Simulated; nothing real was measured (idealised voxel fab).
Process module in this document: voxel capacitor over wiring
Pictured: cross-section cut, 220 nm wide, on a grid of 5 nm square cells.
Notation: cross-section as square-cell grid; stated in bands, top first, going down; one or more cell rows per band.
Band: top height; bottom height; in nm. Then, left to right: material with width in nm, for each material. "throughout": a single material spanning edge to edge. "blank": empty space.
Note: height 0 marks the level under which the wafer is uniformly one material as received. Lowest band unbounded below, written "0 and below".
The width entry "30..40" should be interpreted row by row: the top row of cells in the band takes the first number, the bottom row takes the second number, and the change between adjacent rows is uniform throughout.
"everything unchanged" -> step changed no cross-section cell.
You'll see "Closed void list" listing empty spaces that have no way open to the top, as long as they're 8 cells or more; the notation is width x height at distance, where the distance is from the left edge, and all of it is in nm.
The remark found on a step's line after its settings is issued by the simulator itself and pertains to that step.
Each step line may optionally specify "overlay nm", which for a step with a mask gives the rightward distance between the mask's planned place and where it lay, a negative value indicating the leftward direction.

-- plan
1 RECEIVE (material Si)
2 CONFORMAL_DEP (material SiO2; thk nm 10)
3 CONFORMAL_DEP (material SiCN; thk nm 5)
4 DIRECTIONAL_DEP (material SiO2; thk nm 25)
5 MASKED_ETCH (tone open; mask id METAL_1; width nm 30; pitch nm 85; etch materials SiO2; depth nm 25; overlay nm 0)
6 MASKED_ETCH (tone open; mask id METAL_1; width nm 30; pitch nm 85; etch materials SiCN; depth nm 5; overlay nm 0)
7 CONFORMAL_DEP (material TiN; thk nm 5)
8 FILL_DEP (material Ru; thk nm 10)
9 CMP (height nm 40)
10 CONFORMAL_DEP (material SiCN; thk nm 5)
11 DIRECTIONAL_DEP (material SiO2; thk nm 15)
12 DIRECTIONAL_DEP (material aC; thk nm 10)
13 PATTERN (tone open; mask id PLUG_1; material resist; width nm 15; thk nm 30; overlay nm 0)
14 DIRECTIONAL_ETCH (etch materials aC; depth nm 10)
15 STRIP (etch materials resist)
16 DIRECTIONAL_ETCH (etch materials SiO2; depth nm 15)
17 DIRECTIONAL_ETCH (etch materials SiCN; depth nm 5)
18 STRIP (etch materials aC)
19 CONFORMAL_DEP (material TiN; thk nm 5)
20 FILL_DEP (material Ru; thk nm 10)
21 CMP (height nm 60)
22 DIRECTIONAL_DEP (material TiN; thk nm 10)
23 DIRECTIONAL_DEP (material HfO2; thk nm 5)
24 DIRECTIONAL_DEP (material TiN; thk nm 10)
25 DIRECTIONAL_DEP (material aC; thk nm 10)
26 PATTERN (tone cover; mask id UPPER_PLATE; material resist; width nm 60; thk nm 25; overlay nm 0)
27 DIRECTIONAL_ETCH (etch materials aC; depth nm 10)
28 STRIP (etch materials resist)
29 DIRECTIONAL_ETCH (etch materials TiN; depth nm 10)
30 DIRECTIONAL_ETCH (etch materials HfO2; depth nm 5)
31 STRIP (etch materials aC)
32 DIRECTIONAL_DEP (material aC; thk nm 15)
33 PATTERN (tone cover; mask id LOWER_PLATE; material resist; width nm 70; thk nm 30; overlay nm 0)
34 DIRECTIONAL_ETCH (etch materials aC; depth nm 15)
35 STRIP (etch materials resist)
36 DIRECTIONAL_ETCH (etch materials TiN; depth nm 10)
37 STRIP (etch materials aC)
38 FILL_DEP (material SiO2; thk nm 15)
39 CMP (height nm 95)
40 MASKED_ETCH (tone open; mask id PLUG_2; width nm 15; etch materials SiO2; depth nm 10; overlay nm 0)
41 CONFORMAL_DEP (material TiN; thk nm 5)
42 FILL_DEP (material W; thk nm 10)
43 CMP (height nm 95)
44 CONFORMAL_DEP (material SiN; thk nm 5)

-- On the first of the two wafers: run conducted according to plan

-- As received (post step 1): cross-section
> 0 and below  Si throughout
> Closed void list: none

-- The following cross-section depicts the wafer upon completion of step 2
> 10 down to 0  SiO2 throughout
> Everything under 0 stays put, no change at all.

-- The following cross-section depicts the wafer upon completion of step 3
> 15 down to 10  SiCN throughout
> Everything under 10 stays put, no change at all.

-- The following cross-section depicts the wafer upon completion of step 4
> 40 down to 15  SiO2 throughout
> Everything under 15 stays put, no change at all.

-- The following cross-section depicts the wafer upon completion of step 5
> 40 down to 15  50 SiO2; 30 blank; 55 SiO2; 30 blank; 55 SiO2
> Everything under 15 stays put, no change at all.

-- The following cross-section depicts the wafer upon completion of step 6
> 40 down to 15  50 SiO2; 30 blank; 55 SiO2; 30 blank; 55 SiO2
> 15 down to 10  50 SiCN; 30 blank; 55 SiCN; 30 blank; 55 SiCN
> Everything under 10 stays put, no change at all.

-- The following cross-section depicts the wafer upon completion of step 7
> 45 down to 40  55 TiN; 20 blank; 65 TiN; 20 blank; 60 TiN
> 40 down to 15  50 SiO2; 5 TiN; 20 blank; 5 TiN; 55 SiO2; 5 TiN; 20 blank; 5 TiN; 55 SiO2
> 15 down to 10  50 SiCN; 30 TiN; 55 SiCN; 30 TiN; 55 SiCN
> Everything under 10 stays put, no change at all.

-- The following cross-section depicts the wafer upon completion of step 8
> 55 down to 45  Ru throughout
> 45 down to 40  55 TiN; 20 Ru; 65 TiN; 20 Ru; 60 TiN
> 40 down to 15  50 SiO2; 5 TiN; 20 Ru; 5 TiN; 55 SiO2; 5 TiN; 20 Ru; 5 TiN; 55 SiO2
> Everything under 15 stays put, no change at all.

-- The following cross-section depicts the wafer upon completion of step 9
> 40 down to 15  50 SiO2; 5 TiN; 20 Ru; 5 TiN; 55 SiO2; 5 TiN; 20 Ru; 5 TiN; 55 SiO2
> Everything under 15 stays put, no change at all.

-- The following cross-section depicts the wafer upon completion of step 10
> 45 down to 40  SiCN throughout
> Everything under 40 stays put, no change at all.

-- The following cross-section depicts the wafer upon completion of step 11
> 60 down to 45  SiO2 throughout
> Everything under 45 stays put, no change at all.

-- The following cross-section depicts the wafer upon completion of step 12
> 70 down to 60  aC throughout
> Everything under 60 stays put, no change at all.

-- The following cross-section depicts the wafer upon completion of step 13
> 100 down to 70  65 resist; 15 blank; 140 resist
> Everything under 70 stays put, no change at all.

-- The following cross-section depicts the wafer upon completion of step 14
> 90 down to 70  65 resist; 15 blank; 140 resist
> 70 down to 60  65 aC; 15 blank; 140 aC
> Everything under 60 stays put, no change at all.

-- The following cross-section depicts the wafer upon completion of step 15
> 70 down to 60  65 aC; 15 blank; 140 aC
> Everything under 60 stays put, no change at all.

-- The following cross-section depicts the wafer upon completion of step 16
> 70 down to 60  65 aC; 15 blank; 140 aC
> 60 down to 45  65 SiO2; 15 blank; 140 SiO2
> Everything under 45 stays put, no change at all.

-- The following cross-section depicts the wafer upon completion of step 17
> 70 down to 60  65 aC; 15 blank; 140 aC
> 60 down to 45  65 SiO2; 15 blank; 140 SiO2
> 45 down to 40  65 SiCN; 15 blank; 140 SiCN
> Everything under 40 stays put, no change at all.

-- The following cross-section depicts the wafer upon completion of step 18
> 60 down to 45  65 SiO2; 15 blank; 140 SiO2
> Everything under 45 stays put, no change at all.

-- The following cross-section depicts the wafer upon completion of step 19
> 65 down to 60  70 TiN; 5 blank; 145 TiN
> 60 down to 45  65 SiO2; 5 TiN; 5 blank; 5 TiN; 140 SiO2
> 45 down to 40  65 SiCN; 15 TiN; 140 SiCN
> Everything under 40 stays put, no change at all.

-- The following cross-section depicts the wafer upon completion of step 20
> 75 down to 65  Ru throughout
> 65 down to 60  70 TiN; 5 Ru; 145 TiN
> 60 down to 45  65 SiO2; 5 TiN; 5 Ru; 5 TiN; 140 SiO2
> Everything under 45 stays put, no change at all.

-- The following cross-section depicts the wafer upon completion of step 21
> 60 down to 45  65 SiO2; 5 TiN; 5 Ru; 5 TiN; 140 SiO2
> Everything under 45 stays put, no change at all.

-- The following cross-section depicts the wafer upon completion of step 22
> 70 down to 60  TiN throughout
> Everything under 60 stays put, no change at all.

-- The following cross-section depicts the wafer upon completion of step 23
> 75 down to 70  HfO2 throughout
> Everything under 70 stays put, no change at all.

-- The following cross-section depicts the wafer upon completion of step 24
> 85 down to 75  TiN throughout
> Everything under 75 stays put, no change at all.

-- The following cross-section depicts the wafer upon completion of step 25
> 95 down to 85  aC throughout
> Everything under 85 stays put, no change at all.

-- The following cross-section depicts the wafer upon completion of step 26
> 120 down to 95  65 blank; 60 resist; 95 blank
> Everything under 95 stays put, no change at all.

-- The following cross-section depicts the wafer upon completion of step 27
> 110 down to 95  65 blank; 60 resist; 95 blank
> 95 down to 85  65 blank; 60 aC; 95 blank
> Everything under 85 stays put, no change at all.

-- The following cross-section depicts the wafer upon completion of step 28
> 95 down to 85  65 blank; 60 aC; 95 blank
> Everything under 85 stays put, no change at all.

-- The following cross-section depicts the wafer upon completion of step 29
> 95 down to 85  65 blank; 60 aC; 95 blank
> 85 down to 75  65 blank; 60 TiN; 95 blank
> Everything under 75 stays put, no change at all.

-- The following cross-section depicts the wafer upon completion of step 30
> 95 down to 85  65 blank; 60 aC; 95 blank
> 85 down to 75  65 blank; 60 TiN; 95 blank
> 75 down to 70  65 blank; 60 HfO2; 95 blank
> Everything under 70 stays put, no change at all.

-- The following cross-section depicts the wafer upon completion of step 31
> 85 down to 75  65 blank; 60 TiN; 95 blank
> Everything under 75 stays put, no change at all.

-- The following cross-section depicts the wafer upon completion of step 32
> 100 down to 85  65 blank; 60 aC; 95 blank
> 85 down to 75  65 aC; 60 TiN; 95 aC
> 75 down to 70  65 aC; 60 HfO2; 95 aC
> Everything under 70 stays put, no change at all.

-- The following cross-section depicts the wafer upon completion of step 33
> 130 down to 100  60 blank; 70 resist; 90 blank
> 100 down to 85  60 blank; 5 resist; 60 aC; 5 resist; 90 blank
> Everything under 85 stays put, no change at all.

-- The following cross-section depicts the wafer upon completion of step 34
> 115 down to 100  60 blank; 70 resist; 90 blank
> 100 down to 85  60 blank; 5 resist; 60 aC; 5 resist; 90 blank
> 85 down to 75  60 blank; 5 aC; 60 TiN; 5 aC; 90 blank
> 75 down to 70  60 blank; 5 aC; 60 HfO2; 5 aC; 90 blank
> Everything under 70 stays put, no change at all.

-- The following cross-section depicts the wafer upon completion of step 35
> 100 down to 85  65 blank; 60 aC; 95 blank
> Everything under 85 stays put, no change at all.

-- The following cross-section depicts the wafer upon completion of step 36
> 100 down to 85  65 blank; 60 aC; 95 blank
> 85 down to 75  60 blank; 5 aC; 60 TiN; 5 aC; 90 blank
> 75 down to 70  60 blank; 5 aC; 60 HfO2; 5 aC; 90 blank
> 70 down to 60  60 blank; 70 TiN; 90 blank
> Everything under 60 stays put, no change at all.

-- The following cross-section depicts the wafer upon completion of step 37
> 85 down to 75  65 blank; 60 TiN; 95 blank
> 75 down to 70  65 blank; 60 HfO2; 95 blank
> Everything under 70 stays put, no change at all.

-- The following cross-section depicts the wafer upon completion of step 38
> 100 down to 85  SiO2 throughout
> 85 down to 75  65 SiO2; 60 TiN; 95 SiO2
> 75 down to 70  65 SiO2; 60 HfO2; 95 SiO2
> 70 down to 60  60 SiO2; 70 TiN; 90 SiO2
> Everything under 60 stays put, no change at all.

-- The following cross-section depicts the wafer upon completion of step 39
> 95 down to 85  SiO2 throughout
> Everything under 85 stays put, no change at all.

-- The following cross-section depicts the wafer upon completion of step 40
> 95 down to 85  75 SiO2; 15 blank; 130 SiO2
> Everything under 85 stays put, no change at all.

-- The following cross-section depicts the wafer upon completion of step 41
> 100 down to 95  80 TiN; 5 blank; 135 TiN
> 95 down to 90  75 SiO2; 5 TiN; 5 blank; 5 TiN; 130 SiO2
> 90 down to 85  75 SiO2; 15 TiN; 130 SiO2
> Everything under 85 stays put, no change at all.

-- The following cross-section depicts the wafer upon completion of step 42
> 110 down to 100  W throughout
> 100 down to 95  80 TiN; 5 W; 135 TiN
> 95 down to 90  75 SiO2; 5 TiN; 5 W; 5 TiN; 130 SiO2
> Everything under 90 stays put, no change at all.

-- The following cross-section depicts the wafer upon completion of step 43
> 95 down to 90  75 SiO2; 5 TiN; 5 W; 5 TiN; 130 SiO2
> Everything under 90 stays put, no change at all.

-- The following cross-section depicts the wafer upon completion of step 44
> 100 down to 95  SiN throughout
> Everything under 95 stays put, no change at all.

-- Second wafer: same start and same plan as the first, one execution error; identical to the first through step 25

-- Second wafer, sectioned view, at step 26's planned end time
> 120 down to 95  65 resist; 60 blank; 95 resist
> Everything under 95 stays put, no change at all.

-- Second wafer, sectioned view, at step 27's planned end time
> 110 down to 95  65 resist; 60 blank; 95 resist
> 95 down to 85  65 aC; 60 blank; 95 aC
> Everything under 85 stays put, no change at all.

-- Second wafer, sectioned view, at step 28's planned end time
> 95 down to 85  65 aC; 60 blank; 95 aC
> Everything under 85 stays put, no change at all.

-- Second wafer, sectioned view, at step 29's planned end time
> 95 down to 85  65 aC; 60 blank; 95 aC
> 85 down to 75  65 TiN; 60 blank; 95 TiN
> Everything under 75 stays put, no change at all.

-- Second wafer, sectioned view, at step 30's planned end time
> 95 down to 85  65 aC; 60 blank; 95 aC
> 85 down to 75  65 TiN; 60 blank; 95 TiN
> 75 down to 70  65 HfO2; 60 blank; 95 HfO2
> Everything under 70 stays put, no change at all.

-- Second wafer, sectioned view, at step 31's planned end time
> 85 down to 75  65 TiN; 60 blank; 95 TiN
> Everything under 75 stays put, no change at all.

-- Second wafer, sectioned view, at step 32's planned end time
> 100 down to 85  65 aC; 60 blank; 95 aC
> 85 down to 75  65 TiN; 60 aC; 95 TiN
> 75 down to 70  65 HfO2; 60 aC; 95 HfO2
> Everything under 70 stays put, no change at all.

-- Second wafer, sectioned view, at step 33's planned end time
> 130 down to 100  60 blank; 70 resist; 90 blank
> 100 down to 85  65 aC; 60 resist; 95 aC
> Everything under 85 stays put, no change at all.

-- Second wafer, sectioned view, at step 34's planned end time
> 115 down to 100  60 blank; 70 resist; 90 blank
> 100 down to 85  60 blank; 5 aC; 60 resist; 5 aC; 90 blank
> Everything under 85 stays put, no change at all.

-- Second wafer, sectioned view, at step 35's planned end time
> 100 down to 85  60 blank; 5 aC; 60 blank; 5 aC; 90 blank
> Everything under 85 stays put, no change at all.

-- Second wafer, sectioned view, at step 36's planned end time
> 100 down to 85  60 blank; 5 aC; 60 blank; 5 aC; 90 blank
> 85 down to 75  60 blank; 5 TiN; 60 aC; 5 TiN; 90 blank
> Everything under 75 stays put, no change at all.

-- Second wafer, sectioned view, at step 37's planned end time
> 85 down to 75  60 blank; 5 TiN; 60 blank; 5 TiN; 90 blank
> 75 down to 70  65 HfO2; 60 blank; 95 HfO2
> Everything under 70 stays put, no change at all.

-- Second wafer, sectioned view, at step 38's planned end time
> 100 down to 85  SiO2 throughout
> 85 down to 75  60 SiO2; 5 TiN; 60 SiO2; 5 TiN; 90 SiO2
> 75 down to 70  65 HfO2; 60 SiO2; 95 HfO2
> Everything under 70 stays put, no change at all.

-- Second wafer, sectioned view, at step 39's planned end time
> 95 down to 85  SiO2 throughout
> Everything under 85 stays put, no change at all.

-- Second wafer, sectioned view, at step 40's planned end time
> 95 down to 85  75 SiO2; 15 blank; 130 SiO2
> Everything under 85 stays put, no change at all.

-- Second wafer, sectioned view, at step 41's planned end time
> 100 down to 95  80 TiN; 5 blank; 135 TiN
> 95 down to 90  75 SiO2; 5 TiN; 5 blank; 5 TiN; 130 SiO2
> 90 down to 85  75 SiO2; 15 TiN; 130 SiO2
> Everything under 85 stays put, no change at all.

-- Second wafer, sectioned view, at step 42's planned end time
> 110 down to 100  W throughout
> 100 down to 95  80 TiN; 5 W; 135 TiN
> 95 down to 90  75 SiO2; 5 TiN; 5 W; 5 TiN; 130 SiO2
> Everything under 90 stays put, no change at all.

-- Second wafer, sectioned view, at step 43's planned end time
> 95 down to 90  75 SiO2; 5 TiN; 5 W; 5 TiN; 130 SiO2
> Everything under 90 stays put, no change at all.

-- Second wafer, sectioned view, at step 44's planned end time
> 100 down to 95  SiN throughout
> Everything under 95 stays put, no change at all.
what went wrong: note that step 26 departed from the planned setting and was carried out as PATTERN (tone open; mask id UPPER_PLATE; material resist; width nm 60; thk nm 25; overlay nm 0)
Counted in cells at the end, the second wafer holds more or fewer of these materials than the first: HfO2 +20 | SiO2 -60 | TiN +40
